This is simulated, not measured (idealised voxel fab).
The following is a process module called voxel capacitor over wiring.
In the cross-section labelled cut, the width is 230 nm and each square cell is 5 nm.
Bands, listed from the top down, are how a cross-section gets written in this document; the cross-section itself is a grid of square cells, and a band is one or more rows of them.
Read a band's entry like this: the first values are the height of its top and the height of its bottom in nm, and what follows is the sequence of materials from left to right, each with its width in nm. Note that "air" is empty space, and that a single material marked "throughout" reaches across the band from edge to edge.
The level at which height equals 0 is the one under which the wafer, as it arrives, is entirely one material. No lower edge exists for the bottom band, which continues downward and is notated as in "0 down".
Quick explanation for "30..40": the width changes in equal steps down the rows of cells, from the first number in the band's top row to the second number in its bottom row.
Key: "all unchanged" - step with no changed cell in the cross-section.
Empty spaces without an open route to the top, at least 8 cells in extent, make up the entry "Closed cavity list"; each is given as width x height at distance, where the distance is measured from the left edge, and all are in nm.
Step line, after settings: the simulator's comment on this step.
overlay nm: mask offset rightward from planned place, masked step; negative means leftward offset.

Set out below are the planned steps of the process
step 1: op RECEIVE | material Si
step 2: op CONFORMAL_DEP | material SiO2 | thk nm 10
step 3: op CONFORMAL_DEP | material SiCN | thk nm 5
step 4: op DIRECTIONAL_DEP | material SiO2 | thk nm 20
step 5: op DIRECTIONAL_DEP | material aC | thk nm 10
step 6: op PATTERN | tone open | mask id METAL_1 | material resist | width nm 25 | pitch nm 95 | thk nm 25 | overlay nm 0
step 7: op DIRECTIONAL_ETCH | etch materials aC | depth nm 10
step 8: op STRIP | etch materials resist
step 9: op DIRECTIONAL_ETCH | etch materials SiO2 | depth nm 20
step 10: op DIRECTIONAL_ETCH | etch materials SiCN | depth nm 5
step 11: op STRIP | etch materials aC
step 12: op CONFORMAL_DEP | material TiN | thk nm 5
step 13: op FILL_DEP | material Cu | thk nm 10
step 14: op CMP | height nm 35
step 15: op CONFORMAL_DEP | material SiCN | thk nm 5
step 16: op DIRECTIONAL_DEP | material SiO2 | thk nm 10
step 17: op PATTERN | tone open | mask id PLUG_1 | material resist | width nm 15 | thk nm 15 | overlay nm 0
step 18: op DIRECTIONAL_ETCH | etch materials SiO2 | depth nm 10
step 19: op DIRECTIONAL_ETCH | etch materials SiCN | depth nm 5
step 20: op STRIP | etch materials resist
step 21: op CONFORMAL_DEP | material TiN | thk nm 5
step 22: op FILL_DEP | material Cu | thk nm 10
step 23: op CMP | height nm 50
step 24: op DIRECTIONAL_DEP | material TiN | thk nm 5
step 25: op DIRECTIONAL_DEP | material SiN | thk nm 5
step 26: op DIRECTIONAL_DEP | material TiN | thk nm 5
step 27: op MASKED_ETCH | tone cover | mask id UPPER_PLATE | width nm 75 | etch materials TiN | depth nm 5 | overlay nm 0
step 28: op MASKED_ETCH | tone cover | mask id UPPER_PLATE | width nm 75 | etch materials SiN | depth nm 5 | overlay nm 0
step 29: op DIRECTIONAL_DEP | material aC | thk nm 10
step 30: op PATTERN | tone cover | mask id LOWER_PLATE | material resist | width nm 85 | thk nm 25 | overlay nm 0
step 31: op DIRECTIONAL_ETCH | etch materials aC | depth nm 10
step 32: op STRIP | etch materials resist
step 33: op DIRECTIONAL_ETCH | etch materials TiN | depth nm 5
step 34: op STRIP | etch materials aC
step 35: op FILL_DEP | material SiO2 | thk nm 15
step 36: op CMP | height nm 75
step 37: op DIRECTIONAL_DEP | material aC | thk nm 15
step 38: op PATTERN | tone open | mask id PLUG_2 | material resist | width nm 15 | thk nm 30 | overlay nm 0
step 39: op DIRECTIONAL_ETCH | etch materials aC | depth nm 15
step 40: op STRIP | etch materials resist
step 41: op DIRECTIONAL_ETCH | etch materials SiO2 | depth nm 10
step 42: op STRIP | etch materials aC
step 43: op CONFORMAL_DEP | material TiN | thk nm 5
step 44: op FILL_DEP | material W | thk nm 10
step 45: op CMP | height nm 75
step 46: op CONFORMAL_DEP | material SiN | thk nm 5

Received-state cross-section, reflecting completion of step 1
> 0 down | Si throughout
> Closed cavity list: none

The module was run from the start shown above using the plan shown above, but one mistake was made doing it; the resulting wafer cross-section is below
> 80 to 75 | SiN throughout
> 75 to 70 | SiO2 75, TiN 5, W 5, TiN 5, SiO2 140
> 70 to 60 | SiO2 75..65, TiN 15..75, SiO2 140..90
> 60 to 55 | SiO2 65, SiN 75, SiO2 90
> 55 to 50 | SiO2 60, TiN 85, SiO2 85
> 50 to 40 | Cu throughout
> 40 to 35 | TiN 60, Cu 15, TiN 80, Cu 15, TiN 60
> 35 to 15 | SiO2 55, TiN 5, Cu 15, TiN 5, SiO2 70, TiN 5, Cu 15, TiN 5, SiO2 55
> 15 to 10 | SiCN 55, TiN 25, SiCN 70, TiN 25, SiCN 55
> 10 to 0 | SiO2 throughout
> 0 down | Si throughout
> Closed cavity list: none
The plan and the run diverged here: step 14 of the plan did not run at all; it was left out
